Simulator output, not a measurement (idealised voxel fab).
Herein follows the process module entitled voxel gate over fins.
Square cell edge 5 nm, section width 290 nm, ID cut.
Just so we're on the same page, the cross-sections are grids of square cells, and they're listed out in bands top to bottom, each band one or more rows deep.
In this notation a band is specified by the heights of its top and bottom, in that order and in nm, after which its materials appear from left to right, each paired with its width in nm. The word "all across" attached to a single material means that material fills the band from edge to edge; the word "air" stands for empty space.
Beneath 0, the wafer as received is one material, and that level is where height counting begins. The lowest band goes on downward without a bottom; it is written like "z 0 and below".
A width given as "30 to 40" starts at the first number in the band's top row and ends at the second number in its bottom row, shifting by an equal amount at every step from row to row.
It should be understood that the words "no modification", when stated for a given step, signify that the cross-section underwent no change in any of its cells during that step.
Heads up: "Closed cavities" only lists the empty pockets with no open path to the top that are 8 cells or more, and it writes them as width x height at distance, distance from the left edge, in nm.
after a step's settings: what the simulator itself notes on the step
overlay nm: on a step with a mask, how far right of its planned place the mask lay; negative means left.
The process steps that were planned are listed below:
1) RECEIVE with material Si
2) CONFORMAL_DEP with material SiN, thk nm 5
3) PATTERN with tone cover, mask id FINS, material resist, width nm 15, pitch nm 40, thk nm 15, overlay nm 0
4) DIRECTIONAL_ETCH with etch materials SiN, depth nm 5
5) DIRECTIONAL_ETCH with etch materials Si, depth nm 25
6) STRIP with etch materials resist
7) OXIDIZE with depth nm 5
8) FILL_DEP with material SiO2, thk nm 5
9) CMP with height nm 5
10) SELECTIVE_ETCH with etch materials SiO2, depth nm 20
11) STRIP with etch materials SiN
12) CONFORMAL_DEP with material HfO2, thk nm 5
13) CONFORMAL_DEP with material TiN, thk nm 5
14) FILL_DEP with material W, thk nm 15
15) CMP with height nm 20
16) CONFORMAL_DEP with material SiN, thk nm 10
Every wafer here starts from the same state; it is the step 5 depth nm that distinguishes them, and the value the plan gives belongs to the first wafer.
Cross-section: the first of several wafers in its as-received state, i.e. following step 1:
	z 0 and below: Si all across
	Closed cavities: none
Cross-section, first of several wafers, end of module, after last step 16:
	z 30 to 20: SiN all across
	z 20 to 10: W all across
	z 10 to 5: W=70 / TiN=25 / W=15 / TiN=25 / W=15 / TiN=25 / W=15 / TiN=25 / W=75
	z 5 to 0: W=70 / TiN=5 / HfO2=15 / TiN=5 / W=15 / TiN=5 / HfO2=15 / TiN=5 / W=15 / TiN=5 / HfO2=15 / TiN=5 / W=15 / TiN=5 / HfO2=15 / TiN=5 / W=75
	z 0 to -5: W=70 / TiN=5 / HfO2=5 / Si=5 / HfO2=5 / TiN=5 / W=15 / TiN=5 / HfO2=5 / Si=5 / HfO2=5 / TiN=5 / W=15 / TiN=5 / HfO2=5 / Si=5 / HfO2=5 / TiN=5 / W=15 / TiN=5 / HfO2=5 / Si=5 / HfO2=5 / TiN=5 / W=75
	z -5 to -10: TiN=75 / HfO2=5 / Si=5 / HfO2=5 / TiN=25 / HfO2=5 / Si=5 / HfO2=5 / TiN=25 / HfO2=5 / Si=5 / HfO2=5 / TiN=25 / HfO2=5 / Si=5 / HfO2=5 / TiN=80
	z -10 to -15: HfO2=80 / Si=5 / HfO2=35 / Si=5 / HfO2=35 / Si=5 / HfO2=35 / Si=5 / HfO2=85
	z -15 to -30: SiO2=80 / Si=5 / SiO2=35 / Si=5 / SiO2=35 / Si=5 / SiO2=35 / Si=5 / SiO2=85
	z -30 and below: Si all across
	Closed cavities: none
Of the several wafers, the last: cross-section at the end of the module:
	z 30 to 20: SiN all across
	z 20 to 10: W all across
	z 10 to 5: W=70 / TiN=25 / W=15 / TiN=25 / W=15 / TiN=25 / W=15 / TiN=25 / W=75
	z 5 to 0: W=70 / TiN=5 / HfO2=15 / TiN=5 / W=15 / TiN=5 / HfO2=15 / TiN=5 / W=15 / TiN=5 / HfO2=15 / TiN=5 / W=15 / TiN=5 / HfO2=15 / TiN=5 / W=75
	z 0 to -5: W=70 / TiN=5 / HfO2=5 / Si=5 / HfO2=5 / TiN=5 / W=15 / TiN=5 / HfO2=5 / Si=5 / HfO2=5 / TiN=5 / W=15 / TiN=5 / HfO2=5 / Si=5 / HfO2=5 / TiN=5 / W=15 / TiN=5 / HfO2=5 / Si=5 / HfO2=5 / TiN=5 / W=75
	z -5 to -10: TiN=75 / HfO2=5 / Si=5 / HfO2=5 / TiN=25 / HfO2=5 / Si=5 / HfO2=5 / TiN=25 / HfO2=5 / Si=5 / HfO2=5 / TiN=25 / HfO2=5 / Si=5 / HfO2=5 / TiN=80
	z -10 to -15: HfO2=80 / Si=5 / HfO2=35 / Si=5 / HfO2=35 / Si=5 / HfO2=35 / Si=5 / HfO2=85
	z -15 to -55: SiO2=80 / Si=5 / SiO2=35 / Si=5 / SiO2=35 / Si=5 / SiO2=35 / Si=5 / SiO2=85
	z -55 and below: Si all across
	Closed cavities: none
Rows = wafers. At module end, each row lists per material the cells gained (+) or lost (-) since the wafer was received, then the closed voids:
depth nm 25; +82 HfO2; -324 Si; +116 SiN; +162 SiO2; +82 TiN; +230 W; Closed cavities: none
depth nm 30; +82 HfO2; -378 Si; +116 SiN; +216 SiO2; +82 TiN; +230 W; Closed cavities: none
depth nm 35; +82 HfO2; -432 Si; +116 SiN; +270 SiO2; +82 TiN; +230 W; Closed cavities: none
depth nm 40; +82 HfO2; -486 Si; +116 SiN; +324 SiO2; +82 TiN; +230 W; Closed cavities: none
depth nm 45; +82 HfO2; -540 Si; +116 SiN; +378 SiO2; +82 TiN; +230 W; Closed cavities: none
depth nm 50; +82 HfO2; -594 Si; +116 SiN; +432 SiO2; +82 TiN; +230 W; Closed cavities: none
